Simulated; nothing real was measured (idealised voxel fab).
Process module heading - voxel ribs on slabs
For reference, the cross-section in this document is cut, with width 150 nm and square cells of 5 nm.
A cross-section is written here as square cells arranged in a grid, and it is given in bands from the top down, each band taking up one or more rows of cells. A band entry consists of two parts. The first gives the height of the band's top and the height of its bottom, in nm. The rest lists the band's materials from left to right, each with its width in nm. A single material labelled with the word "everywhere" fills the band from edge to edge, and the word "blank" marks empty space. Height reference: 0 = level under which incoming wafer is all one material. Lowest band: no bottom, runs on downward, e.g. "0 -> down". Width spec "30..40" -> top row of cells at first value, bottom row at second value, equal per-row change in between. Basically "no alterations made" means that step didn't change any cell in the cross-section. Cavities, sealed: empty space of 8 cells or more with no open way to the top, each as width x height at its distance from the left edge, in nm. Past the settings on a step's line: simulator remark, on that step. "overlay nm", when on a step's line for a step with a mask, measures how far to the right of its planned place the mask lay; a negative measure means to the left. Pairs ahead. Before: cross-section ahead of one process step. After: cross-section once the step is done, shown to the lowest changed band only. Under each pair: that step, with settings. Caution: pairs may come from different runs of this module on the same starting wafer; a pair follows the pair above only where its "Cross-section, before" entry says so.

Cross-section, before
  0 -> down = Si everywhere
  Cavities, sealed: none

Resulting Structure
  30 -> 0 = SiO2 everywhere
  At heights below 0, the structure remains unaltered.
  Cavities, sealed: none
Step between the cross-sections above: DIRECTIONAL_DEP | material SiO2 | thk nm 30

Cross-section, before: unchanged from the after cross-section in the pair immediately above; refer to that figure.

Resulting Structure
  50 -> 30 = polySi everywhere
  At heights below 30, the structure remains unaltered.
  Cavities, sealed: none
Step between the cross-sections above: DIRECTIONAL_DEP | material polySi | thk nm 20

Cross-section, before: unchanged from the after cross-section in the pair immediately above; refer to that figure.

Resulting Structure
  65 -> 50 = aC everywhere
  At heights below 50, the structure remains unaltered.
  Cavities, sealed: none
Step between the cross-sections above: DIRECTIONAL_DEP | material aC | thk nm 15

Cross-section, before: unchanged from the after cross-section in the pair immediately above; refer to that figure.

Resulting Structure
  95 -> 65 = blank 60 / resist 30 / blank 60
  At heights below 65, the structure remains unaltered.
  Cavities, sealed: none
Step between the cross-sections above: PATTERN | tone cover | mask id RIB | material resist | width nm 30 | thk nm 30 | overlay nm 0

Cross-section, before: unchanged from the after cross-section in the pair immediately above; refer to that figure.

Resulting Structure
  80 -> 65 = blank 60 / resist 30 / blank 60
  65 -> 50 = blank 60 / aC 30 / blank 60
  At heights below 50, the structure remains unaltered.
  Cavities, sealed: none
Step between the cross-sections above: DIRECTIONAL_ETCH | etch materials aC | depth nm 15

Cross-section, before: unchanged from the after cross-section in the pair immediately above; refer to that figure.

Resulting Structure
  65 -> 50 = blank 60 / aC 30 / blank 60
  At heights below 50, the structure remains unaltered.
  Cavities, sealed: none
Step between the cross-sections above: STRIP | etch materials resist

Cross-section, before: unchanged from the after cross-section in the pair immediately above; refer to that figure.

Resulting Structure
  65 -> 50 = blank 60 / aC 30 / blank 60
  50 -> 35 = blank 60 / polySi 30 / blank 60
  At heights below 35, the structure remains unaltered.
  Cavities, sealed: none
Step between the cross-sections above: DIRECTIONAL_ETCH | etch materials polySi | depth nm 15

Cross-section, before: unchanged from the after cross-section in the pair immediately above; refer to that figure.

Resulting Structure
  50 -> 35 = blank 60 / polySi 30 / blank 60
  At heights below 35, the structure remains unaltered.
  Cavities, sealed: none
Step between the cross-sections above: STRIP | etch materials aC

Cross-section, before: unchanged from the after cross-section in the pair immediately above; refer to that figure.

Resulting Structure
  60 -> 50 = blank 60 / aC 30 / blank 60
  50 -> 45 = blank 60 / polySi 30 / blank 60
  45 -> 35 = aC 60 / polySi 30 / aC 60
  At heights below 35, the structure remains unaltered.
  Cavities, sealed: none
Step between the cross-sections above: DIRECTIONAL_DEP | material aC | thk nm 10

Cross-section, before: unchanged from the after cross-section in the pair immediately above; refer to that figure.

Resulting Structure
  85 -> 60 = blank 30 / resist 90 / blank 30
  60 -> 50 = blank 30 / resist 30 / aC 30 / resist 30 / blank 30
  50 -> 45 = blank 30 / resist 30 / polySi 30 / resist 30 / blank 30
  At heights below 45, the structure remains unaltered.
  Cavities, sealed: none
Step between the cross-sections above: PATTERN | tone cover | mask id SLAB | material resist | width nm 90 | thk nm 25 | overlay nm 0

Cross-section, before: unchanged from the after cross-section in the pair immediately above; refer to that figure.

Resulting Structure
  75 -> 60 = blank 30 / resist 90 / blank 30
  60 -> 50 = blank 30 / resist 30 / aC 30 / resist 30 / blank 30
  50 -> 45 = blank 30 / resist 30 / polySi 30 / resist 30 / blank 30
  45 -> 35 = blank 30 / aC 30 / polySi 30 / aC 30 / blank 30
  At heights below 35, the structure remains unaltered.
  Cavities, sealed: none
Step between the cross-sections above: DIRECTIONAL_ETCH | etch materials aC | depth nm 10

Cross-section, before: unchanged from the after cross-section in the pair immediately above; refer to that figure.

Resulting Structure
  60 -> 50 = blank 60 / aC 30 / blank 60
  50 -> 45 = blank 60 / polySi 30 / blank 60
  At heights below 45, the structure remains unaltered.
  Cavities, sealed: none
Step between the cross-sections above: STRIP | etch materials resist

Cross-section, before: unchanged from the after cross-section in the pair immediately above; refer to that figure.

Resulting Structure
  60 -> 50 = blank 60 / aC 30 / blank 60
  50 -> 45 = blank 60 / polySi 30 / blank 60
  45 -> 35 = blank 30 / aC 30 / polySi 30 / aC 30 / blank 30
  35 -> 30 = blank 30 / polySi 90 / blank 30
  At heights below 30, the structure remains unaltered.
  Cavities, sealed: none
Step between the cross-sections above: DIRECTIONAL_ETCH | etch materials polySi | depth nm 5

Cross-section, before: unchanged from the after cross-section in the pair immediately above; refer to that figure.

Resulting Structure
  50 -> 35 = blank 60 / polySi 30 / blank 60
  At heights below 35, the structure remains unaltered.
  Cavities, sealed: none
Step between the cross-sections above: STRIP | etch materials aC

Cross-section, before: unchanged from the after cross-section in the pair immediately above; refer to that figure.

Resulting Structure
  75 -> 50 = SiO2 everywhere
  50 -> 35 = SiO2 60 / polySi 30 / SiO2 60
  35 -> 30 = SiO2 30 / polySi 90 / SiO2 30
  At heights below 30, the structure remains unaltered.
  Cavities, sealed: none
Step between the cross-sections above: FILL_DEP | material SiO2 | thk nm 25

Cross-section, before: unchanged from the after cross-section in the pair immediately above; refer to that figure.

Resulting Structure
  65 -> 50 = SiO2 everywhere
  At heights below 50, the structure remains unaltered.
  Cavities, sealed: none
Step between the cross-sections above: CMP | height nm 65

Cross-section, before: unchanged from the after cross-section in the pair immediately above; refer to that figure.

Resulting Structure
  70 -> 65 = W everywhere
  At heights below 65, the structure remains unaltered.
  Cavities, sealed: none
Step between the cross-sections above: DIRECTIONAL_DEP | material W | thk nm 5

Cross-section, before: unchanged from the after cross-section in the pair immediately above; refer to that figure.

Resulting Structure
  85 -> 70 = blank 55 / resist 40 / blank 55
  At heights below 70, the structure remains unaltered.
  Cavities, sealed: none
Step between the cross-sections above: PATTERN | tone cover | mask id HEATER | material resist | width nm 40 | thk nm 15 | overlay nm 0

Cross-section, before: unchanged from the after cross-section in the pair immediately above; refer to that figure.

Resulting Structure
  85 -> 70 = blank 55 / resist 40 / blank 55
  70 -> 65 = blank 55 / W 40 / blank 55
  At heights below 65, the structure remains unaltered.
  Cavities, sealed: none
Step between the cross-sections above: DIRECTIONAL_ETCH | etch materials W | depth nm 5

Cross-section, before: unchanged from the after cross-section in the pair immediately above; refer to that figure.

Resulting Structure
  70 -> 65 = blank 55 / W 40 / blank 55
  At heights below 65, the structure remains unaltered.
  Cavities, sealed: none
Step between the cross-sections above: STRIP | etch materials resist

Cross-section, before: unchanged from the after cross-section in the pair immediately above; refer to that figure.

Resulting Structure
  80 -> 75 = blank 45 / SiN 60 / blank 45
  75 -> 70 = SiN everywhere
  70 -> 65 = SiN 55 / W 40 / SiN 55
  At heights below 65, the structure remains unaltered.
  Cavities, sealed: none
Step between the cross-sections above: CONFORMAL_DEP | material SiN | thk nm 10

Cross-section, before
  50 -> 30 = polySi everywhere
  30 -> 0 = SiO2 everywhere
  0 -> down = Si everywhere
  Cavities, sealed: none

Resulting Structure
  70 -> 30 = polySi everywhere
  At heights below 30, the structure remains unaltered.
  Cavities, sealed: none
Step between the cross-sections above: DIRECTIONAL_DEP | material polySi | thk nm 20

Cross-section, before: unchanged from the after cross-section in the pair immediately above; refer to that figure.

Resulting Structure
  85 -> 70 = aC everywhere
  At heights below 70, the structure remains unaltered.
  Cavities, sealed: none
Step between the cross-sections above: DIRECTIONAL_DEP | material aC | thk nm 15

Cross-section, before: unchanged from the after cross-section in the pair immediately above; refer to that figure.

Resulting Structure
  115 -> 85 = blank 60 / resist 30 / blank 60
  At heights below 85, the structure remains unaltered.
  Cavities, sealed: none
Step between the cross-sections above: PATTERN | tone cover | mask id RIB | material resist | width nm 30 | thk nm 30 | overlay nm 0

Cross-section, before: unchanged from the after cross-section in the pair immediately above; refer to that figure.

Resulting Structure
  100 -> 85 = blank 60 / resist 30 / blank 60
  85 -> 70 = blank 60 / aC 30 / blank 60
  At heights below 70, the structure remains unaltered.
  Cavities, sealed: none
Step between the cross-sections above: DIRECTIONAL_ETCH | etch materials aC | depth nm 15

Cross-section, before: unchanged from the after cross-section in the pair immediately above; refer to that figure.

Resulting Structure
  85 -> 70 = blank 60 / aC 30 / blank 60
  At heights below 70, the structure remains unaltered.
  Cavities, sealed: none
Step between the cross-sections above: STRIP | etch materials resist

Cross-section, before: unchanged from the after cross-section in the pair immediately above; refer to that figure.

Resulting Structure
  85 -> 70 = blank 60 / aC 30 / blank 60
  70 -> 55 = blank 60 / polySi 30 / blank 60
  At heights below 55, the structure remains unaltered.
  Cavities, sealed: none
Step between the cross-sections above: DIRECTIONAL_ETCH | etch materials polySi | depth nm 15

Cross-section, before: unchanged from the after cross-section in the pair immediately above; refer to that figure.

Resulting Structure
  70 -> 55 = blank 60 / polySi 30 / blank 60
  At heights below 55, the structure remains unaltered.
  Cavities, sealed: none
Step between the cross-sections above: STRIP | etch materials aC

Cross-section, before: unchanged from the after cross-section in the pair immediately above; refer to that figure.

Resulting Structure
  80 -> 70 = blank 60 / aC 30 / blank 60
  70 -> 65 = blank 60 / polySi 30 / blank 60
  65 -> 55 = aC 60 / polySi 30 / aC 60
  At heights below 55, the structure remains unaltered.
  Cavities, sealed: none
Step between the cross-sections above: DIRECTIONAL_DEP | material aC | thk nm 10

Cross-section, before: unchanged from the after cross-section in the pair immediately above; refer to that figure.

Resulting Structure
  105 -> 80 = blank 30 / resist 90 / blank 30
  80 -> 70 = blank 30 / resist 30 / aC 30 / resist 30 / blank 30
  70 -> 65 = blank 30 / resist 30 / polySi 30 / resist 30 / blank 30
  At heights below 65, the structure remains unaltered.
  Cavities, sealed: none
Step between the cross-sections above: PATTERN | tone cover | mask id SLAB | material resist | width nm 90 | thk nm 25 | overlay nm 0

Cross-section, before: unchanged from the after cross-section in the pair immediately above; refer to that figure.

Resulting Structure
  95 -> 80 = blank 30 / resist 90 / blank 30
  80 -> 70 = blank 30 / resist 30 / aC 30 / resist 30 / blank 30
  70 -> 65 = blank 30 / resist 30 / polySi 30 / resist 30 / blank 30
  65 -> 55 = blank 30 / aC 30 / polySi 30 / aC 30 / blank 30
  At heights below 55, the structure remains unaltered.
  Cavities, sealed: none
Step between the cross-sections above: DIRECTIONAL_ETCH | etch materials aC | depth nm 10

Cross-section, before: unchanged from the after cross-section in the pair immediately above; refer to that figure.

Resulting Structure
  80 -> 70 = blank 60 / aC 30 / blank 60
  70 -> 65 = blank 60 / polySi 30 / blank 60
  At heights below 65, the structure remains unaltered.
  Cavities, sealed: none
Step between the cross-sections above: STRIP | etch materials resist

Cross-section, before: unchanged from the after cross-section in the pair immediately above; refer to that figure.

Resulting Structure
  80 -> 70 = blank 60 / aC 30 / blank 60
  70 -> 65 = blank 60 / polySi 30 / blank 60
  65 -> 55 = blank 30 / aC 30 / polySi 30 / aC 30 / blank 30
  55 -> 50 = blank 30 / polySi 90 / blank 30
  At heights below 50, the structure remains unaltered.
  Cavities, sealed: none
Step between the cross-sections above: DIRECTIONAL_ETCH | etch materials polySi | depth nm 5

Cross-section, before: unchanged from the after cross-section in the pair immediately above; refer to that figure.

Resulting Structure
  70 -> 55 = blank 60 / polySi 30 / blank 60
  At heights below 55, the structure remains unaltered.
  Cavities, sealed: none
Step between the cross-sections above: STRIP | etch materials aC

Cross-section, before: unchanged from the after cross-section in the pair immediately above; refer to that figure.

Resulting Structure
  95 -> 70 = SiO2 everywhere
  70 -> 55 = SiO2 60 / polySi 30 / SiO2 60
  55 -> 50 = SiO2 30 / polySi 90 / SiO2 30
  At heights below 50, the structure remains unaltered.
  Cavities, sealed: none
Step between the cross-sections above: FILL_DEP | material SiO2 | thk nm 25

Cross-section, before: unchanged from the after cross-section in the pair immediately above; refer to that figure.

Resulting Structure
  65 -> 55 = SiO2 60 / polySi 30 / SiO2 60
  At heights below 55, the structure remains unaltered.
  Cavities, sealed: none
Step between the cross-sections above: CMP | height nm 65

Cross-section, before: unchanged from the after cross-section in the pair immediately above; refer to that figure.

Resulting Structure
  70 -> 65 = W everywhere
  At heights below 65, the structure remains unaltered.
  Cavities, sealed: none
Step between the cross-sections above: DIRECTIONAL_DEP | material W | thk nm 5

Cross-section, before: unchanged from the after cross-section in the pair immediately above; refer to that figure.

Resulting Structure
  85 -> 70 = blank 55 / resist 40 / blank 55
  At heights below 70, the structure remains unaltered.
  Cavities, sealed: none
Step between the cross-sections above: PATTERN | tone cover | mask id HEATER | material resist | width nm 40 | thk nm 15 | overlay nm 0

Cross-section, before: unchanged from the after cross-section in the pair immediately above; refer to that figure.

Resulting Structure
  85 -> 70 = blank 55 / resist 40 / blank 55
  70 -> 65 = blank 55 / W 40 / blank 55
  At heights below 65, the structure remains unaltered.
  Cavities, sealed: none
Step between the cross-sections above: DIRECTIONAL_ETCH | etch materials W | depth nm 5

Cross-section, before: unchanged from the after cross-section in the pair immediately above; refer to that figure.

Resulting Structure
  70 -> 65 = blank 55 / W 40 / blank 55
  At heights below 65, the structure remains unaltered.
  Cavities, sealed: none
Step between the cross-sections above: STRIP | etch materials resist

Cross-section, before: unchanged from the after cross-section in the pair immediately above; refer to that figure.

Resulting Structure
  80 -> 75 = blank 45 / SiN 60 / blank 45
  75 -> 70 = SiN everywhere
  70 -> 65 = SiN 55 / W 40 / SiN 55
  At heights below 65, the structure remains unaltered.
  Cavities, sealed: none
Step between the cross-sections above: CONFORMAL_DEP | material SiN | thk nm 10

Cross-section, before
  0 -> down = Si everywhere
  Cavities, sealed: none

Resulting Structure
  20 -> 0 = polySi everywhere
  At heights below 0, the structure remains unaltered.
  Cavities, sealed: none
Step between the cross-sections above: DIRECTIONAL_DEP | material polySi | thk nm 20

Cross-section, before: unchanged from the after cross-section in the pair immediately above; refer to that figure.

Resulting Structure
  50 -> 20 = SiO2 everywhere
  At heights below 20, the structure remains unaltered.
  Cavities, sealed: none
Step between the cross-sections above: DIRECTIONAL_DEP | material SiO2 | thk nm 30

Cross-section, before: unchanged from the after cross-section in the pair immediately above; refer to that figure.

Resulting Structure
  65 -> 50 = aC everywhere
  At heights below 50, the structure remains unaltered.
  Cavities, sealed: none
Step between the cross-sections above: DIRECTIONAL_DEP | material aC | thk nm 15

Cross-section, before: unchanged from the after cross-section in the pair immediately above; refer to that figure.

Resulting Structure
  95 -> 65 = blank 60 / resist 30 / blank 60
  At heights below 65, the structure remains unaltered.
  Cavities, sealed: none
Step between the cross-sections above: PATTERN | tone cover | mask id RIB | material resist | width nm 30 | thk nm 30 | overlay nm 0

Cross-section, before: unchanged from the after cross-section in the pair immediately above; refer to that figure.

Resulting Structure
  80 -> 65 = blank 60 / resist 30 / blank 60
  65 -> 50 = blank 60 / aC 30 / blank 60
  At heights below 50, the structure remains unaltered.
  Cavities, sealed: none
Step between the cross-sections above: DIRECTIONAL_ETCH | etch materials aC | depth nm 15

Cross-section, before: unchanged from the after cross-section in the pair immediately above; refer to that figure.

Resulting Structure
  65 -> 50 = blank 60 / aC 30 / blank 60
  At heights below 50, the structure remains unaltered.
  Cavities, sealed: none
Step between the cross-sections above: STRIP | etch materials resist

Cross-section, before: unchanged from the after cross-section in the pair immediately above; refer to that figure.

Resulting Structure
  50 -> 20 = SiO2 everywhere
  At heights below 20, the structure remains unaltered.
  Cavities, sealed: none
Step between the cross-sections above: STRIP | etch materials aC

Cross-section, before: unchanged from the after cross-section in the pair immediately above; refer to that figure.

Resulting Structure
  60 -> 50 = aC everywhere
  At heights below 50, the structure remains unaltered.
  Cavities, sealed: none
Step between the cross-sections above: DIRECTIONAL_DEP | material aC | thk nm 10

Cross-section, before: unchanged from the after cross-section in the pair immediately above; refer to that figure.

Resulting Structure
  85 -> 60 = blank 30 / resist 90 / blank 30
  At heights below 60, the structure remains unaltered.
  Cavities, sealed: none
Step between the cross-sections above: PATTERN | tone cover | mask id SLAB | material resist | width nm 90 | thk nm 25 | overlay nm 0

Cross-section, before: unchanged from the after cross-section in the pair immediately above; refer to that figure.

Resulting Structure
  75 -> 60 = blank 30 / resist 90 / blank 30
  60 -> 50 = blank 30 / aC 90 / blank 30
  At heights below 50, the structure remains unaltered.
  Cavities, sealed: none
Step between the cross-sections above: DIRECTIONAL_ETCH | etch materials aC | depth nm 10

Cross-section, before: unchanged from the after cross-section in the pair immediately above; refer to that figure.

Resulting Structure
  60 -> 50 = blank 30 / aC 90 / blank 30
  At heights below 50, the structure remains unaltered.
  Cavities, sealed: none
Step between the cross-sections above: STRIP | etch materials resist

Cross-section, before: unchanged from the after cross-section in the pair immediately above; refer to that figure.

Resulting Structure
  50 -> 20 = SiO2 everywhere
  At heights below 20, the structure remains unaltered.
  Cavities, sealed: none
Step between the cross-sections above: STRIP | etch materials aC

Cross-section, before: unchanged from the after cross-section in the pair immediately above; refer to that figure.

Resulting Structure
  75 -> 20 = SiO2 everywhere
  At heights below 20, the structure remains unaltered.
  Cavities, sealed: none
Step between the cross-sections above: FILL_DEP | material SiO2 | thk nm 25

Cross-section, before: unchanged from the after cross-section in the pair immediately above; refer to that figure.

Resulting Structure
  65 -> 20 = SiO2 everywhere
  At heights below 20, the structure remains unaltered.
  Cavities, sealed: none
Step between the cross-sections above: CMP | height nm 65

Cross-section, before: unchanged from the after cross-section in the pair immediately above; refer to that figure.

Resulting Structure
  70 -> 65 = W everywhere
  At heights below 65, the structure remains unaltered.
  Cavities, sealed: none
Step between the cross-sections above: DIRECTIONAL_DEP | material W | thk nm 5

Cross-section, before: unchanged from the after cross-section in the pair immediately above; refer to that figure.

Resulting Structure
  85 -> 70 = blank 55 / resist 40 / blank 55
  At heights below 70, the structure remains unaltered.
  Cavities, sealed: none
Step between the cross-sections above: PATTERN | tone cover | mask id HEATER | material resist | width nm 40 | thk nm 15 | overlay nm 0

Cross-section, before: unchanged from the after cross-section in the pair immediately above; refer to that figure.

Resulting Structure
  85 -> 70 = blank 55 / resist 40 / blank 55
  70 -> 65 = blank 55 / W 40 / blank 55
  At heights below 65, the structure remains unaltered.
  Cavities, sealed: none
Step between the cross-sections above: DIRECTIONAL_ETCH | etch materials W | depth nm 5

Cross-section, before: unchanged from the after cross-section in the pair immediately above; refer to that figure.

Resulting Structure
  70 -> 65 = blank 55 / W 40 / blank 55
  At heights below 65, the structure remains unaltered.
  Cavities, sealed: none
Step between the cross-sections above: STRIP | etch materials resist

Cross-section, before: unchanged from the after cross-section in the pair immediately above; refer to that figure.

Resulting Structure
  80 -> 75 = blank 45 / SiN 60 / blank 45
  75 -> 70 = SiN everywhere
  70 -> 65 = SiN 55 / W 40 / SiN 55
  At heights below 65, the structure remains unaltered.
  Cavities, sealed: none
Step between the cross-sections above: CONFORMAL_DEP | material SiN | thk nm 10

Cross-section, before
  30 -> 0 = SiO2 everywhere
  0 -> down = Si everywhere
  Cavities, sealed: none

Resulting Structure
  60 -> 30 = polySi everywhere
  At heights below 30, the structure remains unaltered.
  Cavities, sealed: none
Step between the cross-sections above: DIRECTIONAL_DEP | material polySi | thk nm 30

Cross-section, before: unchanged from the after cross-section in the pair immediately above; refer to that figure.

Resulting Structure
  75 -> 60 = aC everywhere
  At heights below 60, the structure remains unaltered.
  Cavities, sealed: none
Step between the cross-sections above: DIRECTIONAL_DEP | material aC | thk nm 15

Cross-section, before: unchanged from the after cross-section in the pair immediately above; refer to that figure.

Resulting Structure
  105 -> 75 = blank 60 / resist 30 / blank 60
  At heights below 75, the structure remains unaltered.
  Cavities, sealed: none
Step between the cross-sections above: PATTERN | tone cover | mask id RIB | material resist | width nm 30 | thk nm 30 | overlay nm 0

Cross-section, before: unchanged from the after cross-section in the pair immediately above; refer to that figure.

Resulting Structure
  90 -> 75 = blank 60 / resist 30 / blank 60
  75 -> 60 = blank 60 / aC 30 / blank 60
  At heights below 60, the structure remains unaltered.
  Cavities, sealed: none
Step between the cross-sections above: DIRECTIONAL_ETCH | etch materials aC | depth nm 15

Cross-section, before: unchanged from the after cross-section in the pair immediately above; refer to that figure.

Resulting Structure
  75 -> 60 = blank 60 / aC 30 / blank 60
  At heights below 60, the structure remains unaltered.
  Cavities, sealed: none
Step between the cross-sections above: STRIP | etch materials resist

Cross-section, before: unchanged from the after cross-section in the pair immediately above; refer to that figure.

Resulting Structure
  75 -> 60 = blank 60 / aC 30 / blank 60
  60 -> 45 = blank 60 / polySi 30 / blank 60
  At heights below 45, the structure remains unaltered.
  Cavities, sealed: none
Step between the cross-sections above: DIRECTIONAL_ETCH | etch materials polySi | depth nm 15

Cross-section, before: unchanged from the after cross-section in the pair immediately above; refer to that figure.

Resulting Structure
  60 -> 45 = blank 60 / polySi 30 / blank 60
  At heights below 45, the structure remains unaltered.
  Cavities, sealed: none
Step between the cross-sections above: STRIP | etch materials aC

Cross-section, before: unchanged from the after cross-section in the pair immediately above; refer to that figure.

Resulting Structure
  70 -> 60 = blank 60 / aC 30 / blank 60
  60 -> 55 = blank 60 / polySi 30 / blank 60
  55 -> 45 = aC 60 / polySi 30 / aC 60
  At heights below 45, the structure remains unaltered.
  Cavities, sealed: none
Step between the cross-sections above: DIRECTIONAL_DEP | material aC | thk nm 10

Cross-section, before: unchanged from the after cross-section in the pair immediately above; refer to that figure.

Resulting Structure
  95 -> 70 = blank 30 / resist 90 / blank 30
  70 -> 60 = blank 30 / resist 30 / aC 30 / resist 30 / blank 30
  60 -> 55 = blank 30 / resist 30 / polySi 30 / resist 30 / blank 30
  At heights below 55, the structure remains unaltered.
  Cavities, sealed: none
Step between the cross-sections above: PATTERN | tone cover | mask id SLAB | material resist | width nm 90 | thk nm 25 | overlay nm 0

Cross-section, before: unchanged from the after cross-section in the pair immediately above; refer to that figure.

Resulting Structure
  85 -> 70 = blank 30 / resist 90 / blank 30
  70 -> 60 = blank 30 / resist 30 / aC 30 / resist 30 / blank 30
  60 -> 55 = blank 30 / resist 30 / polySi 30 / resist 30 / blank 30
  55 -> 45 = blank 30 / aC 30 / polySi 30 / aC 30 / blank 30
  At heights below 45, the structure remains unaltered.
  Cavities, sealed: none
Step between the cross-sections above: DIRECTIONAL_ETCH | etch materials aC | depth nm 10

Cross-section, before: unchanged from the after cross-section in the pair immediately above; refer to that figure.

Resulting Structure
  70 -> 60 = blank 60 / aC 30 / blank 60
  60 -> 55 = blank 60 / polySi 30 / blank 60
  At heights below 55, the structure remains unaltered.
  Cavities, sealed: none
Step between the cross-sections above: STRIP | etch materials resist

Cross-section, before: unchanged from the after cross-section in the pair immediately above; refer to that figure.

Resulting Structure
  70 -> 60 = blank 60 / aC 30 / blank 60
  60 -> 55 = blank 60 / polySi 30 / blank 60
  55 -> 45 = blank 30 / aC 30 / polySi 30 / aC 30 / blank 30
  45 -> 40 = blank 30 / polySi 90 / blank 30
  At heights below 40, the structure remains unaltered.
  Cavities, sealed: none
Step between the cross-sections above: DIRECTIONAL_ETCH | etch materials polySi | depth nm 5

Cross-section, before: unchanged from the after cross-section in the pair immediately above; refer to that figure.

Resulting Structure
  60 -> 45 = blank 60 / polySi 30 / blank 60
  At heights below 45, the structure remains unaltered.
  Cavities, sealed: none
Step between the cross-sections above: STRIP | etch materials aC

Cross-section, before: unchanged from the after cross-section in the pair immediately above; refer to that figure.

Resulting Structure
  85 -> 60 = SiO2 everywhere
  60 -> 45 = SiO2 60 / polySi 30 / SiO2 60
  45 -> 40 = SiO2 30 / polySi 90 / SiO2 30
  At heights below 40, the structure remains unaltered.
  Cavities, sealed: none
Step between the cross-sections above: FILL_DEP | material SiO2 | thk nm 25

Cross-section, before: unchanged from the after cross-section in the pair immediately above; refer to that figure.

Resulting Structure
  65 -> 60 = SiO2 everywhere
  At heights below 60, the structure remains unaltered.
  Cavities, sealed: none
Step between the cross-sections above: CMP | height nm 65

Cross-section, before: unchanged from the after cross-section in the pair immediately above; refer to that figure.

Resulting Structure
  70 -> 65 = W everywhere
  At heights below 65, the structure remains unaltered.
  Cavities, sealed: none
Step between the cross-sections above: DIRECTIONAL_DEP | material W | thk nm 5

Cross-section, before: unchanged from the after cross-section in the pair immediately above; refer to that figure.

Resulting Structure
  85 -> 70 = blank 55 / resist 40 / blank 55
  At heights below 70, the structure remains unaltered.
  Cavities, sealed: none
Step between the cross-sections above: PATTERN | tone cover | mask id HEATER | material resist | width nm 40 | thk nm 15 | overlay nm 0

Cross-section, before: unchanged from the after cross-section in the pair immediately above; refer to that figure.

Resulting Structure
  85 -> 70 = blank 55 / resist 40 / blank 55
  70 -> 65 = blank 55 / W 40 / blank 55
  At heights below 65, the structure remains unaltered.
  Cavities, sealed: none
Step between the cross-sections above: DIRECTIONAL_ETCH | etch materials W | depth nm 5

Cross-section, before: unchanged from the after cross-section in the pair immediately above; refer to that figure.

Resulting Structure
  70 -> 65 = blank 55 / W 40 / blank 55
  At heights below 65, the structure remains unaltered.
  Cavities, sealed: none
Step between the cross-sections above: STRIP | etch materials resist

Cross-section, before: unchanged from the after cross-section in the pair immediately above; refer to that figure.

Resulting Structure
  80 -> 75 = blank 45 / SiN 60 / blank 45
  75 -> 70 = SiN everywhere
  70 -> 65 = SiN 55 / W 40 / SiN 55
  At heights below 65, the structure remains unaltered.
  Cavities, sealed: none
Step between the cross-sections above: CONFORMAL_DEP | material SiN | thk nm 10

Cross-section, before
  70 -> 65 = W everywhere
  65 -> 50 = SiO2 everywhere
  50 -> 35 = SiO2 60 / polySi 30 / SiO2 60
  35 -> 30 = SiO2 30 / polySi 90 / SiO2 30
  30 -> 0 = SiO2 everywhere
  0 -> down = Si everywhere
  Cavities, sealed: none

Resulting Structure
  85 -> 70 = blank 60 / resist 30 / blank 60
  At heights below 70, the structure remains unaltered.
  Cavities, sealed: none
Step between the cross-sections above: PATTERN | tone cover | mask id HEATER | material resist | width nm 30 | thk nm 15 | overlay nm 0

Cross-section, before: unchanged from the after cross-section in the pair immediately above; refer to that figure.

Resulting Structure
  85 -> 70 = blank 60 / resist 30 / blank 60
  70 -> 65 = blank 60 / W 30 / blank 60
  At heights below 65, the structure remains unaltered.
  Cavities, sealed: none
Step between the cross-sections above: DIRECTIONAL_ETCH | etch materials W | depth nm 5

Cross-section, before: unchanged from the after cross-section in the pair immediately above; refer to that figure.

Resulting Structure
  70 -> 65 = blank 60 / W 30 / blank 60
  At heights below 65, the structure remains unaltered.
  Cavities, sealed: none
Step between the cross-sections above: STRIP | etch materials resist

Cross-section, before: unchanged from the after cross-section in the pair immediately above; refer to that figure.

Resulting Structure
  80 -> 75 = blank 50 / SiN 50 / blank 50
  75 -> 70 = SiN everywhere
  70 -> 65 = SiN 60 / W 30 / SiN 60
  At heights below 65, the structure remains unaltered.
  Cavities, sealed: none
Step between the cross-sections above: CONFORMAL_DEP | material SiN | thk nm 10

Cross-section, before
  70 -> 65 = W everywhere
  65 -> 50 = SiO2 everywhere
  50 -> 35 = SiO2 60 / polySi 30 / SiO2 60
  35 -> 30 = SiO2 30 / polySi 90 / SiO2 30
  30 -> 0 = SiO2 everywhere
  0 -> down = Si everywhere
  Cavities, sealed: none

Resulting Structure
  85 -> 70 = blank 60 / resist 40 / blank 50
  At heights below 70, the structure remains unaltered.
  Cavities, sealed: none
Step between the cross-sections above: PATTERN | tone cover | mask id HEATER | material resist | width nm 40 | thk nm 15 | overlay nm 5

Cross-section, before: unchanged from the after cross-section in the pair immediately above; refer to that figure.

Resulting Structure
  85 -> 70 = blank 60 / resist 40 / blank 50
  70 -> 65 = blank 60 / W 40 / blank 50
  At heights below 65, the structure remains unaltered.
  Cavities, sealed: none
Step between the cross-sections above: DIRECTIONAL_ETCH | etch materials W | depth nm 5

Cross-section, before: unchanged from the after cross-section in the pair immediately above; refer to that figure.

Resulting Structure
  70 -> 65 = blank 60 / W 40 / blank 50
  At heights below 65, the structure remains unaltered.
  Cavities, sealed: none
Step between the cross-sections above: STRIP | etch materials resist

Cross-section, before: unchanged from the after cross-section in the pair immediately above; refer to that figure.

Resulting Structure
  80 -> 75 = blank 50 / SiN 60 / blank 40
  75 -> 70 = SiN everywhere
  70 -> 65 = SiN 60 / W 40 / SiN 50
  At heights below 65, the structure remains unaltered.
  Cavities, sealed: none
Step between the cross-sections above: CONFORMAL_DEP | material SiN | thk nm 10

Cross-section, before
  70 -> 65 = blank 55 / W 40 / blank 55
  65 -> 50 = SiO2 everywhere
  50 -> 35 = SiO2 60 / polySi 30 / SiO2 60
  35 -> 30 = SiO2 30 / polySi 90 / SiO2 30
  30 -> 0 = SiO2 everywhere
  0 -> down = Si everywhere
  Cavities, sealed: none

Resulting Structure
  80 -> 75 = blank 45 / SiO2 60 / blank 45
  75 -> 70 = SiO2 everywhere
  70 -> 65 = SiO2 55 / W 40 / SiO2 55
  At heights below 65, the structure remains unaltered.
  Cavities, sealed: none
Step between the cross-sections above: CONFORMAL_DEP | material SiO2 | thk nm 10

Cross-section, before
  70 -> 65 = W everywhere
  65 -> 50 = SiO2 everywhere
  50 -> 35 = SiO2 60 / polySi 30 / SiO2 60
  35 -> 30 = SiO2 30 / polySi 90 / SiO2 30
  30 -> 0 = SiO2 everywhere
  0 -> down = Si everywhere
  Cavities, sealed: none

Resulting Structure
  85 -> 70 = resist 55 / blank 40 / resist 55
  At heights below 70, the structure remains unaltered.
  Cavities, sealed: none
Step between the cross-sections above: PATTERN | tone open | mask id HEATER | material resist | width nm 40 | thk nm 15 | overlay nm 0
